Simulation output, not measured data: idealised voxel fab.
You're looking at the process module voxel wiring stack.
185 nm wide, 5 nm square cells: that's cross-section cut.
A cross-section is a grid of square cells, given in bands from the top down. A band is one or more rows of cells.
Read a band's entry like this: the first values are the height of its top and the height of its bottom in nm, and what follows is the sequence of materials from left to right, each with its width in nm. Note that "empty" is empty space, and that a single material marked "all across" reaches across the band from edge to edge.
Heights from 0 (as-received wafer is one material below). Bottom band endless downward, as "0 -> down".
So if you see something like "30..40" for the width, read it as the top row of the band sitting at the first number and the bottom row at the second, with every row in between moving by the same amount as the last.
"nothing changed" (step): cross-section cells unchanged, all of them.
For the entry "Catalogued sealed voids", the listed items are empty spaces with no open way to the top whose size is 8 cells or more; each item follows the pattern width x height at distance, where distance is from the left edge and all three are in nm.
The remark found on a step's line after its settings is issued by the simulator itself and pertains to that step.
"overlay nm" answers the question of how far to the right of plan the mask lay on a step that has a mask, and when it is negative the answer is to the left.

# Process steps foreseen in the plan
1) RECEIVE [material Si]
2) CONFORMAL_DEP [material SiO2] [thk nm 10]
3) CONFORMAL_DEP [material SiCN] [thk nm 5]
4) DIRECTIONAL_DEP [material SiO2] [thk nm 20]
5) PATTERN [tone open] [mask id METAL_1] [material resist] [width nm 25] [pitch nm 40] [thk nm 15] [overlay nm 0]
6) DIRECTIONAL_ETCH [etch materials SiO2] [depth nm 20]
7) DIRECTIONAL_ETCH [etch materials SiCN] [depth nm 5]
8) STRIP [etch materials resist]
9) CONFORMAL_DEP [material TiN] [thk nm 5]
10) FILL_DEP [material Cu] [thk nm 5]
11) CMP [height nm 35]
12) CONFORMAL_DEP [material SiCN] [thk nm 5]
13) DIRECTIONAL_DEP [material SiO2] [thk nm 30]
14) MASKED_ETCH [tone open] [mask id METAL_2_HOLES] [width nm 15] [pitch nm 80] [etch materials SiO2] [depth nm 30] [overlay nm 0]
15) MASKED_ETCH [tone open] [mask id METAL_2] [width nm 25] [pitch nm 40] [etch materials SiO2] [depth nm 20] [overlay nm 0]
16) MASKED_ETCH [tone open] [mask id METAL_2] [width nm 25] [pitch nm 40] [etch materials SiCN] [depth nm 5] [overlay nm 0]
17) CONFORMAL_DEP [material TiN] [thk nm 5]
18) FILL_DEP [material Cu] [thk nm 10]
19) CMP [height nm 60]
20) CONFORMAL_DEP [material SiN] [thk nm 5]
Wafers differ in height nm at step 19; plan lists the first wafer's value; identical starting state.

# Incoming state of the first of several wafers in cross-section: after step 1
> 0 -> down: Si all across
> Catalogued sealed voids: none

# Rows = wafers. At module end, each row lists per material the cells gained (+) or lost (-) since the wafer was received, then the closed voids
height nm 60; +66 Cu; +48 SiCN; +37 SiN; +238 SiO2; +92 TiN; Catalogued sealed voids: none
height nm 65; +78 Cu; +48 SiCN; +37 SiN; +255 SiO2; +100 TiN; Catalogued sealed voids: none
height nm 70; +90 Cu; +48 SiCN; +37 SiN; +272 SiO2; +108 TiN; Catalogued sealed voids: none
height nm 75; +102 Cu; +48 SiCN; +37 SiN; +272 SiO2; +133 TiN; Catalogued sealed voids: none
height nm 80; +139 Cu; +48 SiCN; +37 SiN; +272 SiO2; +133 TiN; Catalogued sealed voids: none
height nm 85; +176 Cu; +48 SiCN; +37 SiN; +272 SiO2; +133 TiN; Catalogued sealed voids: none
